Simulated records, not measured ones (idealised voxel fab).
Proc. module: voxel trench capacitor
Pictured: cross-section cut, 255 nm wide, on a grid of 5 nm square cells.
We lay out every cross-section as a grid of square cells and spell it out in bands from the top down, where one band means one or more rows of cells. Band: top and bottom heights (nm) first, top before bottom; then materials from left to right, widths in nm. "throughout" marks a sole material filling the band edge to edge. "blank" denotes empty space. It should be noted that heights are counted from 0, beneath which the wafer as supplied is of one material throughout, and that the lowest band possesses no lower boundary but continues downward, as written in "0 down". Per-row width for "30->40": begins at first number (top row of band), ends at second number (bottom row), increment between rows held constant. What does "nothing different" mean for a step? It means no cell of the cross-section changed in that step. "Enclosed void catalog" enumerates empty spaces isolated from the top, with no open way to it, that contain at least 8 cells, giving each as width x height at distance from the left edge, all three in nm. Anything after a step's settings on that line? It's the simulator's own note about the step. overlay nm: how far to the right of its planned place the mask lay on this masked step (negative: to the left).
plan
step 1: op RECEIVE | material Si
step 2: op CONFORMAL_DEP | material SiN | thk nm 10
step 3: op DIRECTIONAL_DEP | material aC | thk nm 15
step 4: op PATTERN | tone open | mask id TRENCH | material resist | width nm 20 | pitch nm 45 | thk nm 30 | overlay nm 0
step 5: op DIRECTIONAL_ETCH | etch materials aC | depth nm 15
step 6: op STRIP | etch materials resist
step 7: op DIRECTIONAL_ETCH | etch materials SiN | depth nm 5
step 8: op DIRECTIONAL_ETCH | etch materials Si | depth nm 30
step 9: op STRIP | etch materials aC
step 10: op CONFORMAL_DEP | material SiO2 | thk nm 5
step 11: op FILL_DEP | material polySi | thk nm 10
step 12: op CMP | height nm 10
For clarity, it should be stated that the wafers under discussion commence in an identical condition and differ with respect to the depth nm of step 7, the plan indicating the value that the first wafer had.
The first of several wafers in cross-section, exactly as it reached us after step 1
    0 down = Si throughout
    Enclosed void catalog: none
Table: wafers, a row each; end-of-module cell change per material since receipt, gain (+), loss (-); then closed voids
depth nm 5, +86 SiN, +16 SiO2, Enclosed void catalog: none
depth nm 10, -96 Si, +70 SiN, +72 SiO2, +56 polySi, Enclosed void catalog: none
depth nm 15, -96 Si, +70 SiN, +72 SiO2, +56 polySi, Enclosed void catalog: none
depth nm 20, -96 Si, +70 SiN, +72 SiO2, +56 polySi, Enclosed void catalog: none
depth nm 25, -96 Si, +70 SiN, +72 SiO2, +56 polySi, Enclosed void catalog: none
